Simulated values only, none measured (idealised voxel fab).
The following process module bears the name voxel double patterning.
Xsec cut, 180 nm wide, square cell size 5 nm.
Cross-section format: a grid of square cells, given as bands from top to bottom; each band is one or more rows of cells. A band entry consists of two parts. The first gives the height of the band's top and the height of its bottom, in nm. The rest lists the band's materials from left to right, each with its width in nm. A single material labelled with the word "throughout" fills the band from edge to edge, and the word "air" marks empty space. We count height from 0. Below that, the starting wafer is all one material. The lowest band never ends at the bottom but goes on down; see "top 0, no bottom" for how that is written. Per-row width for "30->40": begins at first number (top row of band), ends at second number (bottom row), increment between rows held constant. What does "remains unaltered" mean for a step? It means no cell of the cross-section changed in that step. In the "Closed empty spaces" entry, you get each enclosed empty space of 8 cells or more, one with no open way to the top, written width x height at distance, distance from the left edge, in nm. If you see something after the settings on a step's line, that's the simulator's own remark about that step. overlay nm, on a step with a mask: how far to the right of its planned place the mask lay; to the left if negative.

[plan]
1: RECEIVE, material Si
2: CONFORMAL_DEP, material SiO2, thk nm 10
3: DIRECTIONAL_DEP, material polySi, thk nm 10
4: DIRECTIONAL_DEP, material SiN, thk nm 10
5: MASKED_ETCH, tone open, mask id FIRST, width nm 15, pitch nm 50, etch materials SiN, depth nm 10, overlay nm 0
6: DIRECTIONAL_DEP, material aC, thk nm 15
7: PATTERN, tone open, mask id SECOND, material resist, width nm 15, thk nm 35, overlay nm 0
8: DIRECTIONAL_ETCH, etch materials aC, depth nm 15
9: STRIP, etch materials resist
10: DIRECTIONAL_ETCH, etch materials SiN, depth nm 10
11: STRIP, etch materials aC
12: DIRECTIONAL_ETCH, etch materials polySi, depth nm 10
13: STRIP, etch materials SiN

[Cross-section, incoming material, after step 1]
> top 0, no bottom = Si throughout
> Closed empty spaces: none

[First of two wafers, end-of-module section, run followed plan]
> top 20, bottom 10 = polySi: 55, then air: 15, then polySi: 10, then air: 15, then polySi: 10, then air: 15, then polySi: 60
> top 10, bottom 0 = SiO2 throughout
> top 0, no bottom = Si throughout
> Closed empty spaces: none

[Cross-section, wafer two of two, end of module: same start and plan as wafer one, one error in execution]
> top 20, bottom 10 = SiO2 throughout
> top 10, bottom 0 = polySi throughout
> top 0, no bottom = Si throughout
> Closed empty spaces: none
It is concluded that the wafer was processed incorrectly with respect to the plan, in that it was found that steps 2 and 3 of the process plan had been performed in exchanged positions
Heads up, by the end the second wafer has more or fewer cells of some materials compared to the first: 18 more of polySi
